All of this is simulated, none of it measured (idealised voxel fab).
Herein follows the process module entitled voxel wiring stack.
Cross-section cut: width 265 nm, square cells of 5 nm.
Heads up, the way a cross-section reads in here is a grid of square cells, handed over as bands from the top down, with every band being one or more rows of cells. Band: top and bottom heights (nm) first, top before bottom; then materials from left to right, widths in nm. "throughout" marks a sole material filling the band edge to edge. "air" denotes empty space. Heads up on the height convention: 0 is the point under which the incoming wafer is all one material, and the lowest band has no bottom, it just keeps going down, like "from 0 down". Quick explanation for "30..40": the width changes in equal steps down the rows of cells, from the first number in the band's top row to the second number in its bottom row. Any step labelled "nothing changed" changed none of the cells in the cross-section. "Enclosed cavity list": empty spaces of 8 cells or more with no open way to the top, each given as width x height at distance, distance from the left edge, all in nm. Past the settings on a step's line: simulator remark, on that step. When a step includes a mask, the "overlay nm" setting on its line states how far to the right of its planned place that mask lay, and negative values state how far to the left.
The following list gives the planned process steps:
1 RECEIVE | material Si
2 CONFORMAL_DEP | material SiO2 | thk nm 10
3 CONFORMAL_DEP | material SiN | thk nm 5
4 DIRECTIONAL_DEP | material SiO2 | thk nm 15
5 DIRECTIONAL_DEP | material aC | thk nm 10
6 PATTERN | tone open | mask id METAL_1 | material resist | width nm 20 | pitch nm 45 | thk nm 25 | overlay nm 0
7 DIRECTIONAL_ETCH | etch materials aC | depth nm 10
8 STRIP | etch materials resist
9 DIRECTIONAL_ETCH | etch materials SiO2 | depth nm 15
10 DIRECTIONAL_ETCH | etch materials SiN | depth nm 5
11 STRIP | etch materials aC
12 CONFORMAL_DEP | material TiN | thk nm 5
13 FILL_DEP | material W | thk nm 10
14 CMP | height nm 30
15 CONFORMAL_DEP | material SiCN | thk nm 5
16 DIRECTIONAL_DEP | material SiO2 | thk nm 35
17 DIRECTIONAL_DEP | material aC | thk nm 10
18 PATTERN | tone open | mask id METAL_2_HOLES | material resist | width nm 15 | pitch nm 90 | thk nm 30 | overlay nm 0
19 DIRECTIONAL_ETCH | etch materials aC | depth nm 10
20 STRIP | etch materials resist
21 DIRECTIONAL_ETCH | etch materials SiO2 | depth nm 35
22 STRIP | etch materials aC
23 MASKED_ETCH | tone open | mask id METAL_2 | width nm 20 | pitch nm 45 | etch materials SiO2 | depth nm 20 | overlay nm 0
24 MASKED_ETCH | tone open | mask id METAL_2 | width nm 20 | pitch nm 45 | etch materials SiCN | depth nm 5 | overlay nm 0
25 CONFORMAL_DEP | material TiN | thk nm 5
26 FILL_DEP | material Cu | thk nm 10
27 CMP | height nm 70
28 CONFORMAL_DEP | material SiCN | thk nm 5
29 DIRECTIONAL_DEP | material lowk | thk nm 25
30 PATTERN | tone open | mask id METAL_3 | material resist | width nm 20 | pitch nm 45 | thk nm 20 | overlay nm 0
31 DIRECTIONAL_ETCH | etch materials lowk | depth nm 15
32 STRIP | etch materials resist
33 MASKED_ETCH | tone open | mask id METAL_3_HOLES | width nm 15 | pitch nm 45 | etch materials lowk | depth nm 10 | overlay nm 0
34 MASKED_ETCH | tone open | mask id METAL_3_HOLES | width nm 15 | pitch nm 45 | etch materials SiCN | depth nm 5 | overlay nm 0
35 CONFORMAL_DEP | material TiN | thk nm 5
36 FILL_DEP | material Cu | thk nm 10
37 CMP | height nm 100
38 CONFORMAL_DEP | material SiCN | thk nm 5
39 DIRECTIONAL_DEP | material lowk | thk nm 25
40 MASKED_ETCH | tone open | mask id METAL_4_HOLES | width nm 15 | pitch nm 45 | etch materials lowk | depth nm 25 | overlay nm 0
41 MASKED_ETCH | tone open | mask id METAL_4 | width nm 20 | pitch nm 45 | etch materials lowk | depth nm 15 | overlay nm 0
42 MASKED_ETCH | tone open | mask id METAL_4 | width nm 20 | pitch nm 45 | etch materials SiCN | depth nm 5 | overlay nm 0
43 CONFORMAL_DEP | material TiN | thk nm 5
44 FILL_DEP | material Ru | thk nm 10
45 CMP | height nm 130
46 CONFORMAL_DEP | material SiCN | thk nm 5
Incoming wafer in cross-section (state: after step 1):
    from 0 down: Si throughout
    Enclosed cavity list: none
First wafer of two, sectioned at end of module; run went per plan:
    from 135 to 130: SiCN throughout
    from 130 to 120: 55 nm lowk, then 5 nm TiN, then 10 nm Ru, then 5 nm TiN, then 25 nm lowk, then 5 nm TiN, then 10 nm Ru, then 5 nm TiN, then 25 nm lowk, then 5 nm TiN, then 10 nm Ru, then 5 nm TiN, then 25 nm lowk, then 5 nm TiN, then 10 nm Ru, then 5 nm TiN, then 55 nm lowk
    from 120 to 115: 55 nm lowk, then 5 nm TiN, then 5 nm Ru, then 10 nm TiN, then 25 nm lowk, then 5 nm TiN, then 5 nm Ru, then 10 nm TiN, then 25 nm lowk, then 5 nm TiN, then 5 nm Ru, then 10 nm TiN, then 25 nm lowk, then 5 nm TiN, then 5 nm Ru, then 10 nm TiN, then 55 nm lowk
    from 115 to 105: 55 nm lowk, then 5 nm TiN, then 5 nm Ru, then 5 nm TiN, then 30 nm lowk, then 5 nm TiN, then 5 nm Ru, then 5 nm TiN, then 30 nm lowk, then 5 nm TiN, then 5 nm Ru, then 5 nm TiN, then 30 nm lowk, then 5 nm TiN, then 5 nm Ru, then 5 nm TiN, then 60 nm lowk
    from 105 to 100: 55 nm SiCN, then 15 nm TiN, then 30 nm SiCN, then 15 nm TiN, then 30 nm SiCN, then 15 nm TiN, then 30 nm SiCN, then 15 nm TiN, then 60 nm SiCN
    from 100 to 90: 55 nm lowk, then 5 nm TiN, then 10 nm Cu, then 5 nm TiN, then 25 nm lowk, then 5 nm TiN, then 10 nm Cu, then 5 nm TiN, then 25 nm lowk, then 5 nm TiN, then 10 nm Cu, then 5 nm TiN, then 25 nm lowk, then 5 nm TiN, then 10 nm Cu, then 5 nm TiN, then 55 nm lowk
    from 90 to 85: 55 nm lowk, then 5 nm TiN, then 5 nm Cu, then 10 nm TiN, then 25 nm lowk, then 5 nm TiN, then 5 nm Cu, then 10 nm TiN, then 25 nm lowk, then 5 nm TiN, then 5 nm Cu, then 10 nm TiN, then 25 nm lowk, then 5 nm TiN, then 5 nm Cu, then 10 nm TiN, then 55 nm lowk
    from 85 to 75: 55 nm lowk, then 5 nm TiN, then 5 nm Cu, then 5 nm TiN, then 30 nm lowk, then 5 nm TiN, then 5 nm Cu, then 5 nm TiN, then 30 nm lowk, then 5 nm TiN, then 5 nm Cu, then 5 nm TiN, then 30 nm lowk, then 5 nm TiN, then 5 nm Cu, then 5 nm TiN, then 60 nm lowk
    from 75 to 70: 55 nm SiCN, then 15 nm TiN, then 30 nm SiCN, then 15 nm TiN, then 30 nm SiCN, then 15 nm TiN, then 30 nm SiCN, then 15 nm TiN, then 60 nm SiCN
    from 70 to 55: 55 nm SiO2, then 5 nm TiN, then 10 nm Cu, then 5 nm TiN, then 25 nm SiO2, then 5 nm TiN, then 10 nm Cu, then 5 nm TiN, then 25 nm SiO2, then 5 nm TiN, then 10 nm Cu, then 5 nm TiN, then 25 nm SiO2, then 5 nm TiN, then 10 nm Cu, then 5 nm TiN, then 55 nm SiO2
    from 55 to 50: 55 nm SiO2, then 5 nm TiN, then 5 nm Cu, then 10 nm TiN, then 25 nm SiO2, then 20 nm TiN, then 25 nm SiO2, then 5 nm TiN, then 5 nm Cu, then 10 nm TiN, then 25 nm SiO2, then 20 nm TiN, then 55 nm SiO2
    from 50 to 35: 55 nm SiO2, then 5 nm TiN, then 5 nm Cu, then 5 nm TiN, then 75 nm SiO2, then 5 nm TiN, then 5 nm Cu, then 5 nm TiN, then 105 nm SiO2
    from 35 to 30: 55 nm SiCN, then 15 nm TiN, then 75 nm SiCN, then 15 nm TiN, then 105 nm SiCN
    from 30 to 15: 55 nm SiO2, then 5 nm TiN, then 10 nm W, then 5 nm TiN, then 25 nm SiO2, then 5 nm TiN, then 10 nm W, then 5 nm TiN, then 25 nm SiO2, then 5 nm TiN, then 10 nm W, then 5 nm TiN, then 25 nm SiO2, then 5 nm TiN, then 10 nm W, then 5 nm TiN, then 55 nm SiO2
    from 15 to 10: 55 nm SiN, then 20 nm TiN, then 25 nm SiN, then 20 nm TiN, then 25 nm SiN, then 20 nm TiN, then 25 nm SiN, then 20 nm TiN, then 55 nm SiN
    from 10 to 0: SiO2 throughout
    from 0 down: Si throughout
    Enclosed cavity list: none
Module end: cross-section of wafer two of two. Same start and process plan as the first wafer. One mistake during execution:
    from 135 to 130: SiCN throughout
    from 130 to 120: 55 nm lowk, then 5 nm TiN, then 10 nm Ru, then 5 nm TiN, then 25 nm lowk, then 5 nm TiN, then 10 nm Ru, then 5 nm TiN, then 25 nm lowk, then 5 nm TiN, then 10 nm Ru, then 5 nm TiN, then 25 nm lowk, then 5 nm TiN, then 10 nm Ru, then 5 nm TiN, then 55 nm lowk
    from 120 to 115: 55 nm lowk, then 5 nm TiN, then 5 nm Ru, then 10 nm TiN, then 25 nm lowk, then 5 nm TiN, then 5 nm Ru, then 10 nm TiN, then 25 nm lowk, then 5 nm TiN, then 5 nm Ru, then 10 nm TiN, then 25 nm lowk, then 5 nm TiN, then 5 nm Ru, then 10 nm TiN, then 55 nm lowk
    from 115 to 105: 55 nm lowk, then 5 nm TiN, then 5 nm Ru, then 5 nm TiN, then 30 nm lowk, then 5 nm TiN, then 5 nm Ru, then 5 nm TiN, then 30 nm lowk, then 5 nm TiN, then 5 nm Ru, then 5 nm TiN, then 30 nm lowk, then 5 nm TiN, then 5 nm Ru, then 5 nm TiN, then 60 nm lowk
    from 105 to 100: 55 nm SiCN, then 15 nm TiN, then 30 nm SiCN, then 15 nm TiN, then 30 nm SiCN, then 15 nm TiN, then 30 nm SiCN, then 15 nm TiN, then 60 nm SiCN
    from 100 to 90: 55 nm lowk, then 5 nm TiN, then 10 nm Cu, then 5 nm TiN, then 25 nm lowk, then 5 nm TiN, then 10 nm Cu, then 5 nm TiN, then 25 nm lowk, then 5 nm TiN, then 10 nm Cu, then 5 nm TiN, then 25 nm lowk, then 5 nm TiN, then 10 nm Cu, then 5 nm TiN, then 55 nm lowk
    from 90 to 85: 55 nm lowk, then 5 nm TiN, then 5 nm Cu, then 10 nm TiN, then 25 nm lowk, then 5 nm TiN, then 5 nm Cu, then 10 nm TiN, then 25 nm lowk, then 5 nm TiN, then 5 nm Cu, then 10 nm TiN, then 25 nm lowk, then 5 nm TiN, then 5 nm Cu, then 10 nm TiN, then 55 nm lowk
    from 85 to 75: 55 nm lowk, then 5 nm TiN, then 5 nm Cu, then 5 nm TiN, then 30 nm lowk, then 5 nm TiN, then 5 nm Cu, then 5 nm TiN, then 30 nm lowk, then 5 nm TiN, then 5 nm Cu, then 5 nm TiN, then 30 nm lowk, then 5 nm TiN, then 5 nm Cu, then 5 nm TiN, then 60 nm lowk
    from 75 to 70: 55 nm SiCN, then 15 nm TiN, then 30 nm SiCN, then 15 nm TiN, then 30 nm SiCN, then 15 nm TiN, then 30 nm SiCN, then 15 nm TiN, then 60 nm SiCN
    from 70 to 55: 50 nm SiO2, then 5 nm TiN, then 15 nm Cu, then 5 nm TiN, then 25 nm SiO2, then 5 nm TiN, then 10 nm Cu, then 5 nm TiN, then 20 nm SiO2, then 5 nm TiN, then 15 nm Cu, then 5 nm TiN, then 25 nm SiO2, then 5 nm TiN, then 10 nm Cu, then 5 nm TiN, then 55 nm SiO2
    from 55 to 50: 50 nm SiO2, then 5 nm TiN, then 5 nm Cu, then 15 nm TiN, then 25 nm SiO2, then 20 nm TiN, then 20 nm SiO2, then 5 nm TiN, then 5 nm Cu, then 15 nm TiN, then 25 nm SiO2, then 20 nm TiN, then 55 nm SiO2
    from 50 to 40: 50 nm SiO2, then 5 nm TiN, then 5 nm Cu, then 5 nm TiN, then 75 nm SiO2, then 5 nm TiN, then 5 nm Cu, then 5 nm TiN, then 110 nm SiO2
    from 40 to 35: 50 nm SiO2, then 15 nm TiN, then 75 nm SiO2, then 15 nm TiN, then 110 nm SiO2
    from 35 to 30: 55 nm SiCN, then 10 nm TiN, then 80 nm SiCN, then 10 nm TiN, then 110 nm SiCN
    from 30 to 15: 55 nm SiO2, then 5 nm TiN, then 10 nm W, then 5 nm TiN, then 25 nm SiO2, then 5 nm TiN, then 10 nm W, then 5 nm TiN, then 25 nm SiO2, then 5 nm TiN, then 10 nm W, then 5 nm TiN, then 25 nm SiO2, then 5 nm TiN, then 10 nm W, then 5 nm TiN, then 55 nm SiO2
    from 15 to 10: 55 nm SiN, then 20 nm TiN, then 25 nm SiN, then 20 nm TiN, then 25 nm SiN, then 20 nm TiN, then 25 nm SiN, then 20 nm TiN, then 55 nm SiN
    from 10 to 0: SiO2 throughout
    from 0 down: Si throughout
    Enclosed cavity list: none
Error vs. plan: contrary to plan, step 18 was performed as PATTERN | tone open | mask id METAL_2_HOLES | material resist | width nm 15 | pitch nm 90 | thk nm 30 | overlay nm -5
Looking at both finished wafers in cells, the second ends up ahead of or behind the first on some materials: Cu +4, SiCN +2, SiO2 -8, TiN +2
